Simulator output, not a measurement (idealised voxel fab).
Process module under the name voxel gate over fins
The width of the displayed cross-section, cut, is 295 nm; its cells are square, with a size of 5 nm.
Throughout this document, each cross-section is represented as a grid of square cells and is presented as a sequence of bands enumerated from the top downward, where a band comprises one or more rows of cells.
Band entry format. Leading values: height of top, height of bottom, nm. Remainder: materials in left-to-right order, each with its width in nm. Special words: "all across" on a single material, which then fills the band edge to edge; "air", empty space.
Heights are expressed relative to 0, this being the level below which the as-received wafer comprises one material exclusively. The lowest band is unbounded in the downward direction and is denoted as in "0 and below".
Top row gets the first number, bottom row gets the second, and each row in between changes by the same step: that is how a band width like "30->40" works.
Basically "left unchanged" means that step didn't change any cell in the cross-section.
In the "Enclosed internal cavities" entry, you get each enclosed empty space of 8 cells or more, one with no open way to the top, written width x height at distance, distance from the left edge, in nm.
That trailing text on a step's line, after the settings, is the simulator's own remark on the step.
Regarding "overlay nm": on a step with a mask, it is the distance the mask lay to the right of its planned place; a negative value places it to the left.

# Planned step list for the process
| 1 | RECEIVE, material Si |
| 2 | CONFORMAL_DEP, material SiN, thk nm 5 |
| 3 | MASKED_ETCH, tone cover, mask id FINS, width nm 15, pitch nm 40, etch materials SiN, depth nm 5, overlay nm 0 |
| 4 | MASKED_ETCH, tone cover, mask id FINS, width nm 15, pitch nm 40, etch materials Si, depth nm 30, overlay nm 0 |
| 5 | FILL_DEP, material SiO2, thk nm 5 |
| 6 | CMP, height nm 5 |
| 7 | SELECTIVE_ETCH, etch materials SiO2, depth nm 20 |
| 8 | STRIP, etch materials SiN |
| 9 | CONFORMAL_DEP, material HfO2, thk nm 5 |
| 10 | CONFORMAL_DEP, material TiN, thk nm 5 |
| 11 | CONFORMAL_DEP, material TiAl, thk nm 5 |
| 12 | CONFORMAL_DEP, material TiN, thk nm 5 |
| 13 | FILL_DEP, material W, thk nm 15 |
| 14 | CMP, height nm 30 |
| 15 | CONFORMAL_DEP, material SiN, thk nm 5 |

# Cross-section of the incoming wafer, state after step 1
> 0 and below  Si all across
> Enclosed internal cavities: none

# Module complete, cross-section. Starting point and plan per above. One mistake made in running the module
> 35 down to 30  SiN all across
> 30 down to 20  TiAl all across
> 20 down to 15  60 nm TiAl  175 nm TiN  60 nm TiAl
> 15 down to 10  60 nm TiAl  5 nm TiN  165 nm TiAl  5 nm TiN  60 nm TiAl
> 10 down to 5  60 nm TiAl  5 nm TiN  5 nm TiAl  35 nm TiN  5 nm TiAl  35 nm TiN  5 nm TiAl  35 nm TiN  5 nm TiAl  35 nm TiN  5 nm TiAl  5 nm TiN  60 nm TiAl
> 5 down to 0  65 nm TiN  5 nm TiAl  5 nm TiN  25 nm HfO2  5 nm TiN  5 nm TiAl  5 nm TiN  25 nm HfO2  5 nm TiN  5 nm TiAl  5 nm TiN  25 nm HfO2  5 nm TiN  5 nm TiAl  5 nm TiN  25 nm HfO2  5 nm TiN  5 nm TiAl  65 nm TiN
> 0 down to -5  70 nm TiAl  5 nm TiN  5 nm HfO2  15 nm Si  5 nm HfO2  5 nm TiN  5 nm TiAl  5 nm TiN  5 nm HfO2  15 nm Si  5 nm HfO2  5 nm TiN  5 nm TiAl  5 nm TiN  5 nm HfO2  15 nm Si  5 nm HfO2  5 nm TiN  5 nm TiAl  5 nm TiN  5 nm HfO2  15 nm Si  5 nm HfO2  5 nm TiN  70 nm TiAl
> -5 down to -10  75 nm TiN  5 nm HfO2  15 nm Si  5 nm HfO2  15 nm TiN  5 nm HfO2  15 nm Si  5 nm HfO2  15 nm TiN  5 nm HfO2  15 nm Si  5 nm HfO2  15 nm TiN  5 nm HfO2  15 nm Si  5 nm HfO2  75 nm TiN
> -10 down to -15  80 nm HfO2  15 nm Si  25 nm HfO2  15 nm Si  25 nm HfO2  15 nm Si  25 nm HfO2  15 nm Si  80 nm HfO2
> -15 down to -30  80 nm SiO2  15 nm Si  25 nm SiO2  15 nm Si  25 nm SiO2  15 nm Si  25 nm SiO2  15 nm Si  80 nm SiO2
> -30 and below  Si all across
> Enclosed internal cavities: none
Diagnosis: step 13 did not happen as planned, as run it was FILL_DEP, material TiAl, thk nm 15
